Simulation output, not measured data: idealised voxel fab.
Process module name: voxel spacer lines
Square cells of 5 nm make up the cross-section cut, whose width is 140 nm.
A cross-section is a grid of square cells, given in bands from the top down. A band is one or more rows of cells.
Each band's line starts with the height of the band's top and of its bottom, in nm. Then come its materials from left to right, each with its width in nm. One material with "edge to edge" fills the band from edge to edge. "air" is empty space.
Where do heights start? At 0: under that level the wafer as delivered is made of one material only. And the lowest band has no floor; it just carries on downward, as in "0 down".
The two numbers in a width such as "30..40" mark its ends across the band: the first belongs to the top row of cells, the second to the bottom row, and from each row to the next the width moves by the same amount.
Given "no change occurred" for a step, no cell of the cross-section differs between before and after that step.
The entry "Enclosed cavities" lists the empty spaces that cover at least 8 cells and have no open path to the top. Each is written as width x height at distance, where the distance is measured from the left edge and all three values are in nm.
Anything after a step's settings on that line? It's the simulator's own note about the step.
You can add "overlay nm" to a step's line. For a step with a mask, it describes how far the mask lay to the right of its planned position, and a negative number describes a lay to the left.
[plan]
1: RECEIVE: material Si
2: CONFORMAL_DEP: material SiO2, thk nm 5
3: DIRECTIONAL_DEP: material TiN, thk nm 20
4: DIRECTIONAL_DEP: material aC, thk nm 20
5: PATTERN: tone cover, mask id MANDREL, material resist, width nm 20, pitch nm 60, thk nm 30, overlay nm 0
6: DIRECTIONAL_ETCH: etch materials aC, depth nm 20
7: STRIP: etch materials resist
8: CONFORMAL_DEP: material SiN, thk nm 10
9: DIRECTIONAL_ETCH: etch materials SiN, depth nm 10
10: STRIP: etch materials aC
11: DIRECTIONAL_ETCH: etch materials TiN, depth nm 20
12: STRIP: etch materials SiN
13: FILL_DEP: material SiO2, thk nm 5
14: CMP: height nm 25
[Delivered wafer in cross-section: state after step 1]
  0 down: Si edge to edge
  Enclosed cavities: none
[a wafer at the end: this start, this plan, one mistake]
  25 to 20: SiO2 edge to edge
  20 to 0: 20 of SiO2, then 10 of TiN, then 20 of SiO2, then 10 of TiN, then 20 of SiO2, then 10 of TiN, then 20 of SiO2, then 10 of TiN, then 20 of SiO2
  0 down: Si edge to edge
  Enclosed cavities: none
Deviation noted in wafer processing: not run: step 2 of the plan (skipped)
